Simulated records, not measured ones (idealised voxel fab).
Module name: voxel capacitor over wiring (process module)
Displayed cross-section: cut, width of 295 nm, square cells sized 5 nm.
A cross-section in this document is a grid of square cells, and it is written down as bands, the top band listed before the ones below it; a band is made up of one or more rows of cells. Band: top and bottom heights (nm) first, top before bottom; then materials from left to right, widths in nm. "full width" marks a sole material filling the band edge to edge. "empty" denotes empty space. Heights from 0 (as-received wafer is one material below). Bottom band endless downward, as "from 0 down". With a width like "30->40", each row of cells in the band differs from the next by the same amount, the top row carrying the first number and the bottom row the second. The designation "all unchanged", where it is given for a processing step, indicates that no cell of the cross-section was altered in the course of that step. "Enclosed voids" contains a list of empty spaces, each no smaller than 8 cells and without an open way to the top, written in the form width x height at distance with the distance from the left edge and all three in nm. Where a step's line continues beyond its settings, the continuation is a remark by the simulator itself on that step. overlay nm: how far to the right of its planned place the mask lay on this masked step (negative: to the left).

-- This section lists the process steps that were planned
1: RECEIVE (material Si)
2: CONFORMAL_DEP (material SiO2; thk nm 10)
3: CONFORMAL_DEP (material SiCN; thk nm 5)
4: DIRECTIONAL_DEP (material SiO2; thk nm 25)
5: PATTERN (tone open; mask id METAL_1; material resist; width nm 30; pitch nm 85; thk nm 20; overlay nm 0)
6: DIRECTIONAL_ETCH (etch materials SiO2; depth nm 25)
7: DIRECTIONAL_ETCH (etch materials SiCN; depth nm 5)
8: STRIP (etch materials resist)
9: CONFORMAL_DEP (material TiN; thk nm 5)
10: FILL_DEP (material W; thk nm 5)
11: CMP (height nm 40)
12: CONFORMAL_DEP (material SiCN; thk nm 5)
13: DIRECTIONAL_DEP (material SiO2; thk nm 10)
14: PATTERN (tone open; mask id PLUG_1; material resist; width nm 15; thk nm 15; overlay nm 0)
15: DIRECTIONAL_ETCH (etch materials SiO2; depth nm 10)
16: DIRECTIONAL_ETCH (etch materials SiCN; depth nm 5)
17: STRIP (etch materials resist)
18: CONFORMAL_DEP (material TiN; thk nm 5)
19: FILL_DEP (material W; thk nm 5)
20: CMP (height nm 55)
21: DIRECTIONAL_DEP (material TiN; thk nm 10)
22: DIRECTIONAL_DEP (material Al2O3; thk nm 5)
23: DIRECTIONAL_DEP (material TiN; thk nm 10)
24: MASKED_ETCH (tone cover; mask id UPPER_PLATE; width nm 60; etch materials TiN; depth nm 10; overlay nm 0)
25: MASKED_ETCH (tone cover; mask id UPPER_PLATE; width nm 60; etch materials Al2O3; depth nm 5; overlay nm 0)
26: MASKED_ETCH (tone cover; mask id LOWER_PLATE; width nm 70; etch materials TiN; depth nm 10; overlay nm 0)
27: FILL_DEP (material SiO2; thk nm 15)
28: CMP (height nm 90)
29: PATTERN (tone open; mask id PLUG_2; material resist; width nm 15; thk nm 15; overlay nm 0)
30: DIRECTIONAL_ETCH (etch materials SiO2; depth nm 10)
31: STRIP (etch materials resist)
32: CONFORMAL_DEP (material TiN; thk nm 5)
33: FILL_DEP (material Cu; thk nm 5)
34: CMP (height nm 90)
35: CONFORMAL_DEP (material SiN; thk nm 5)

-- Cross-section of the incoming wafer, state after step 1
    from 0 down: Si full width
    Enclosed voids: none

-- Starting wafer: above. Plan: above. Run: one mistake. Cross-section after the module: below
    from 95 to 90: SiN full width
    from 90 to 85: SiO2 115, then TiN 5, then Cu 5, then TiN 5, then SiO2 165
    from 85 to 80: SiO2 115, then TiN 15, then SiO2 165
    from 80 to 70: SiO2 105, then TiN 60, then SiO2 130
    from 70 to 65: SiO2 105, then Al2O3 60, then SiO2 130
    from 65 to 55: SiO2 100, then TiN 70, then SiO2 125
    from 55 to 45: SiO2 110, then W 5, then SiO2 180
    from 45 to 40: SiCN 105, then SiO2 15, then SiCN 175
    from 40 to 15: SiO2 90, then TiN 5, then W 20, then TiN 5, then SiO2 55, then TiN 5, then W 20, then TiN 5, then SiO2 90
    from 15 to 10: SiCN 90, then TiN 30, then SiCN 55, then TiN 30, then SiCN 90
    from 10 to 0: SiO2 full width
    from 0 down: Si full width
    Enclosed voids: none
Processing error: step 18 ran with different settings than intended, the actual operation and settings being CONFORMAL_DEP (material SiO2; thk nm 5)
